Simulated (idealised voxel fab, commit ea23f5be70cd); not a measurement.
The following process module bears the name voxel ribs on slabs.
The cross-section on display is named cut; it measures 175 nm wide, and its cells are 5 nm squares.
If you're reading a cross-section in this doc, picture square cells in a grid; it comes to you as bands, top ones listed first down to the bottom, and a band can be one or more rows of cells.
Read a band's entry like this: the first values are the height of its top and the height of its bottom in nm, and what follows is the sequence of materials from left to right, each with its width in nm. Note that "empty" is empty space, and that a single material marked "everywhere" reaches across the band from edge to edge.
Heads up on the height convention: 0 is the point under which the incoming wafer is all one material, and the lowest band has no bottom, it just keeps going down, like "0 -> down".
A width given as "30->40" starts at the first number in the band's top row and ends at the second number in its bottom row, shifting by an equal amount at every step from row to row.
A step reported as "nothing got changed" is a step in which no cell of the cross-section changed.
The entry "Enclosed void listing" lists the empty spaces that cover at least 8 cells and have no open path to the top. Each is written as width x height at distance, where the distance is measured from the left edge and all three values are in nm.
What comes after the settings on a step's line is commentary from the simulator itself on that step.
overlay nm: how far to the right of its planned place the mask lay on this masked step (negative: to the left).
Listed below are the process steps as planned
1,RECEIVE,material Si
2,DIRECTIONAL_DEP,material SiO2,thk nm 20
3,DIRECTIONAL_DEP,material polySi,thk nm 15
4,PATTERN,tone cover,mask id RIB,material resist,width nm 30,thk nm 20,overlay nm 0
5,DIRECTIONAL_ETCH,etch materials polySi,depth nm 5
6,STRIP,etch materials resist
7,PATTERN,tone cover,mask id SLAB,material resist,width nm 90,thk nm 20,overlay nm 0
8,DIRECTIONAL_ETCH,etch materials polySi,depth nm 10
9,STRIP,etch materials resist
10,FILL_DEP,material SiO2,thk nm 30
11,CMP,height nm 55
12,DIRECTIONAL_DEP,material TiN,thk nm 10
13,PATTERN,tone cover,mask id HEATER,material resist,width nm 40,thk nm 20,overlay nm 0
14,DIRECTIONAL_ETCH,etch materials TiN,depth nm 10
15,STRIP,etch materials resist
16,CONFORMAL_DEP,material SiO2,thk nm 10
This is the cross-section of the wafer as we received it, i.e. after step 1
- 0 -> down | Si everywhere
- Enclosed void listing: none
Below is the wafer in cross-section after the module was completed. It began from the starting point shown above and followed the plan shown above, except that one mistake was made while running it
- 75 -> 65 | 55 of empty, 60 of SiO2, 60 of empty
- 65 -> 55 | 65 of SiO2, 40 of TiN, 70 of SiO2
- 55 -> 40 | SiO2 everywhere
- 40 -> 35 | 70 of SiO2, 30 of polySi, 75 of SiO2
- 35 -> 25 | 40 of SiO2, 90 of polySi, 45 of SiO2
- 25 -> 20 | polySi everywhere
- 20 -> 0 | SiO2 everywhere
- 0 -> down | Si everywhere
- Enclosed void listing: none
Finding, execution versus plan: step 3 was not run as planned; what actually ran was DIRECTIONAL_DEP,material polySi,thk nm 20
